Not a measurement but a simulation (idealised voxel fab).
The name of this process module is voxel wiring stack.
For reference, the cross-section in this document is cut, with width 240 nm and square cells of 5 nm.
How to read a cross-section here: the picture is a grid of square cells, written as bands going from the top down, and any band can span one or more rows of cells. First you get the band's top height and its bottom height, in nm, and then the materials it's made of, left to right, with each width in nm. If you see a single material with "everywhere", that one covers the band edge to edge. "empty" is empty space. Height reference: 0 = level under which incoming wafer is all one material. Lowest band: no bottom, runs on downward, e.g. "from 0 down". A width such as "30..40" changes by the same amount from each row of cells to the next, from the band's top row to its bottom row. Where the words "nothing was modified" appear for a step, the cross-section shows no cell changed by that step; every cell remained as before. "Sealed void listing" specifies each empty space that is not open to the top and that occupies no fewer than 8 cells, using the form width x height at distance, the distance measured from the left edge and all three quantities in nm. Read whatever lies past the settings on a step's line as the simulator's own remark about the step. Regarding "overlay nm": on a step with a mask, it is the distance the mask lay to the right of its planned place; a negative value places it to the left.
**Below is the list of planned process steps**
step 1: RECEIVE: material Si
step 2: CONFORMAL_DEP: material SiO2, thk nm 10
step 3: DIRECTIONAL_DEP: material TiN, thk nm 5
step 4: DIRECTIONAL_DEP: material W, thk nm 25
step 5: DIRECTIONAL_DEP: material aC, thk nm 15
step 6: PATTERN: tone cover, mask id METAL_1, material resist, width nm 25, pitch nm 40, thk nm 30, overlay nm 0
step 7: DIRECTIONAL_ETCH: etch materials aC, depth nm 15
step 8: STRIP: etch materials resist
step 9: DIRECTIONAL_ETCH: etch materials W, depth nm 25
step 10: DIRECTIONAL_ETCH: etch materials TiN, depth nm 5
step 11: STRIP: etch materials aC
step 12: CONFORMAL_DEP: material SiCN, thk nm 5
step 13: FILL_DEP: material lowk, thk nm 5
step 14: CMP: height nm 40
step 15: CONFORMAL_DEP: material SiCN, thk nm 5
step 16: DIRECTIONAL_DEP: material SiO2, thk nm 20
step 17: MASKED_ETCH: tone open, mask id PLUG_1, width nm 15, pitch nm 80, etch materials SiO2, depth nm 20, overlay nm 0
step 18: MASKED_ETCH: tone open, mask id PLUG_1, width nm 15, pitch nm 80, etch materials SiCN, depth nm 5, overlay nm 0
step 19: EPI: material Ru, thk nm 10
step 20: EPI: material Ru, thk nm 10
step 21: EPI: material Ru, thk nm 5
step 22: CONFORMAL_DEP: material SiN, thk nm 5
step 23: DIRECTIONAL_DEP: material lowk, thk nm 20
step 24: DIRECTIONAL_DEP: material aC, thk nm 15
step 25: PATTERN: tone open, mask id METAL_2, material resist, width nm 25, pitch nm 40, thk nm 35, overlay nm 0
step 26: DIRECTIONAL_ETCH: etch materials aC, depth nm 15
step 27: STRIP: etch materials resist
step 28: DIRECTIONAL_ETCH: etch materials lowk, depth nm 20
step 29: DIRECTIONAL_ETCH: etch materials SiN, depth nm 5
step 30: STRIP: etch materials aC
step 31: CONFORMAL_DEP: material TiN, thk nm 5
step 32: FILL_DEP: material Cu, thk nm 10
step 33: CMP: height nm 90
step 34: EPI: material Ru, thk nm 5
step 35: FILL_DEP: material SiCN, thk nm 5
**Wafer cross-section on receipt, i.e. after step 1**
	from 0 down = Si everywhere
	Sealed void listing: none
**First of two wafers, end-of-module section, run followed plan**
	from 100 to 95 = SiCN everywhere
	from 95 to 90 = 40 of SiCN | 35 of Ru | 5 of SiCN | 35 of Ru | 5 of SiCN | 35 of Ru | 5 of SiCN | 35 of Ru | 45 of SiCN
	from 90 to 70 = 45 of lowk | 5 of TiN | 15 of Cu | 5 of TiN | 15 of lowk | 5 of TiN | 15 of Cu | 5 of TiN | 15 of lowk | 5 of TiN | 15 of Cu | 5 of TiN | 15 of lowk | 5 of TiN | 15 of Cu | 5 of TiN | 50 of lowk
	from 70 to 65 = 45 of SiN | 25 of TiN | 15 of SiN | 25 of TiN | 15 of SiN | 25 of TiN | 15 of SiN | 25 of TiN | 50 of SiN
	from 65 to 45 = 45 of SiO2 | 15 of Ru | 65 of SiO2 | 15 of Ru | 100 of SiO2
	from 45 to 40 = 45 of SiCN | 15 of Ru | 65 of SiCN | 15 of Ru | 100 of SiCN
	from 40 to 15 = 40 of lowk | 5 of SiCN | 25 of W | 5 of SiCN | 5 of lowk | 5 of SiCN | 25 of W | 5 of SiCN | 5 of lowk | 5 of SiCN | 25 of W | 5 of SiCN | 5 of lowk | 5 of SiCN | 25 of W | 5 of SiCN | 45 of lowk
	from 15 to 10 = 45 of SiCN | 25 of TiN | 15 of SiCN | 25 of TiN | 15 of SiCN | 25 of TiN | 15 of SiCN | 25 of TiN | 50 of SiCN
	from 10 to 0 = SiO2 everywhere
	from 0 down = Si everywhere
	Sealed void listing: none
**Module end: cross-section of wafer two of two. Same start and process plan as the first wafer. One mistake during execution**
	from 100 to 95 = SiO2 everywhere
	from 95 to 90 = 40 of SiO2 | 35 of Ru | 5 of SiO2 | 35 of Ru | 5 of SiO2 | 35 of Ru | 5 of SiO2 | 35 of Ru | 45 of SiO2
	from 90 to 70 = 45 of lowk | 5 of TiN | 15 of Cu | 5 of TiN | 15 of lowk | 5 of TiN | 15 of Cu | 5 of TiN | 15 of lowk | 5 of TiN | 15 of Cu | 5 of TiN | 15 of lowk | 5 of TiN | 15 of Cu | 5 of TiN | 50 of lowk
	from 70 to 65 = 45 of SiN | 25 of TiN | 15 of SiN | 25 of TiN | 15 of SiN | 25 of TiN | 15 of SiN | 25 of TiN | 50 of SiN
	from 65 to 45 = 45 of SiO2 | 15 of Ru | 65 of SiO2 | 15 of Ru | 100 of SiO2
	from 45 to 40 = 45 of SiCN | 15 of Ru | 65 of SiCN | 15 of Ru | 100 of SiCN
	from 40 to 15 = 40 of lowk | 5 of SiCN | 25 of W | 5 of SiCN | 5 of lowk | 5 of SiCN | 25 of W | 5 of SiCN | 5 of lowk | 5 of SiCN | 25 of W | 5 of SiCN | 5 of lowk | 5 of SiCN | 25 of W | 5 of SiCN | 45 of lowk
	from 15 to 10 = 45 of SiCN | 25 of TiN | 15 of SiCN | 25 of TiN | 15 of SiCN | 25 of TiN | 15 of SiCN | 25 of TiN | 50 of SiCN
	from 10 to 0 = SiO2 everywhere
	from 0 down = Si everywhere
	Sealed void listing: none
what went wrong: not per plan at step 35, really ran FILL_DEP: material SiO2, thk nm 5
Final wafer comparison in cells, second versus first, more or fewer per material: SiCN -68, SiO2 +68
